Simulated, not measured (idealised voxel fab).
Process module heading - voxel local oxidation
Cross-sectional view cut (width: 285 nm; square cell size: 5 nm).
In this document a cross-section is written as a grid of square cells. It is given as a series of bands, listed from the top down, and a band is one or more rows of cells.
Look at the band entry: it leads with the top's height and the bottom's height in nm. Then it lists the materials left to right, with a width in nm for each. The word "edge to edge" on a single material says that material fills the band edge to edge. The word "empty" is empty space.
The reference from which all heights are counted is 0, the level beneath which the as-received wafer is entirely one material; the lowest band, having no lower bound, proceeds downward and is written after the example "top 0, no bottom".
You'd read "30->40" like this: the band's top row of cells is as wide as the first number, its bottom row is as wide as the second, and going down, every row changes width by the same amount as the row before did.
Any step labelled "nothing different" changed none of the cells in the cross-section.
In the "Completely enclosed voids" entry, you get each enclosed empty space of 8 cells or more, one with no open way to the top, written width x height at distance, distance from the left edge, in nm.
On a step's line, text after the settings is the simulator commenting on that step.
Steps that use a mask can have "overlay nm" on their line. It says how far the mask sat to the right of where it was meant to be. Negative means to the left.
PLANNED PROCESS STEPS
step 1: RECEIVE, material Si
step 2: OXIDIZE, depth nm 5
step 3: CONFORMAL_DEP, material SiN, thk nm 10
step 4: DIRECTIONAL_DEP, material aC, thk nm 10
step 5: PATTERN, tone cover, mask id ACTIVE, material resist, width nm 100, thk nm 25, overlay nm 0
step 6: DIRECTIONAL_ETCH, etch materials aC, depth nm 10
step 7: STRIP, etch materials resist
step 8: DIRECTIONAL_ETCH, etch materials SiN, depth nm 5
step 9: STRIP, etch materials aC
step 10: SELECTIVE_ETCH, etch materials SiO2, depth nm 5
step 11: OXIDIZE, depth nm 10
step 12: STRIP, etch materials SiN
For clarity, it should be stated that the wafers under discussion commence in an identical condition and differ with respect to the depth nm of step 8, the plan indicating the value that the first wafer had.
CROSS-SECTION, FIRST OF SEVERAL WAFERS, AS DELIVERED AFTER STEP 1
- top 0, no bottom = Si edge to edge
- Completely enclosed voids: none
GAINED (+) OR LOST (-) CELLS OF EACH MATERIAL SINCE RECEIPT, THEN CLOSED VOIDS: ONE ROW PER WAFER, AT THE END OF THE MODULE
depth nm 5 | -57 Si | +57 SiO2 | Completely enclosed voids: none
depth nm 10 | -143 Si | +104 SiO2 | Completely enclosed voids: none
depth nm 15 | -143 Si | +104 SiO2 | Completely enclosed voids: none
depth nm 20 | -143 Si | +104 SiO2 | Completely enclosed voids: none
depth nm 25 | -143 Si | +104 SiO2 | Completely enclosed voids: none
